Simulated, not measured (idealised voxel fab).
Process module name: voxel lift off
The width of the displayed cross-section, cut, is 170 nm; its cells are square, with a size of 5 nm.
Throughout this document, each cross-section is represented as a grid of square cells and is presented as a sequence of bands enumerated from the top downward, where a band comprises one or more rows of cells. Basically the band line says how high the top is and how high the bottom is, in nm, and then what's in it from left to right, every material with its width in nm. Empty space shows up as "empty", and if a single material carries "everywhere" it runs the full band edge to edge. We count height from 0. Below that, the starting wafer is all one material. The lowest band never ends at the bottom but goes on down; see "0 and below" for how that is written. The notation "30->40" denotes a width that varies across the rows of cells in the band, beginning at the first number in the top row, finishing at the second number in the bottom row, and changing by an identical amount from each row to the next. Step marked "no modification"? Then no cell in the cross-section changed in it. "Unvented cavities" contains a list of empty spaces, each no smaller than 8 cells and without an open way to the top, written in the form width x height at distance with the distance from the left edge and all three in nm. Step line, after settings: the simulator's comment on this step. The optional step-line setting "overlay nm" applies to steps with a mask and quantifies how far to the right of its planned location the mask lay, a negative value indicating leftward placement.

**These are the steps we planned for the process**
1) RECEIVE (material Si)
2) CONFORMAL_DEP (material SiN; thk nm 5)
3) PATTERN (tone open; mask id LINES; material resist; width nm 20; pitch nm 50; thk nm 25; overlay nm 0)
4) DIRECTIONAL_DEP (material Ru; thk nm 10)
5) STRIP (etch materials resist)
6) CONFORMAL_DEP (material SiCN; thk nm 5)

**as received, after step 1**
    0 and below  Si everywhere
    Unvented cavities: none

**End-of-module cross-section. Starting structure and process plan as above; one mistake made in running it**
    30 down to 25  45 nm empty | 30 nm SiCN | 20 nm empty | 30 nm SiCN | 45 nm empty
    25 down to 20  45 nm empty | 5 nm SiCN | 20 nm Ru | 5 nm SiCN | 20 nm empty | 5 nm SiCN | 20 nm Ru | 5 nm SiCN | 45 nm empty
    20 down to 15  50 nm SiCN | 20 nm Ru | 30 nm SiCN | 20 nm Ru | 50 nm SiCN
    15 down to 0  SiN everywhere
    0 and below  Si everywhere
    Unvented cavities: none
The mistake made against the process plan was this: off-plan run, step 2, actual operation and settings CONFORMAL_DEP (material SiN; thk nm 15)
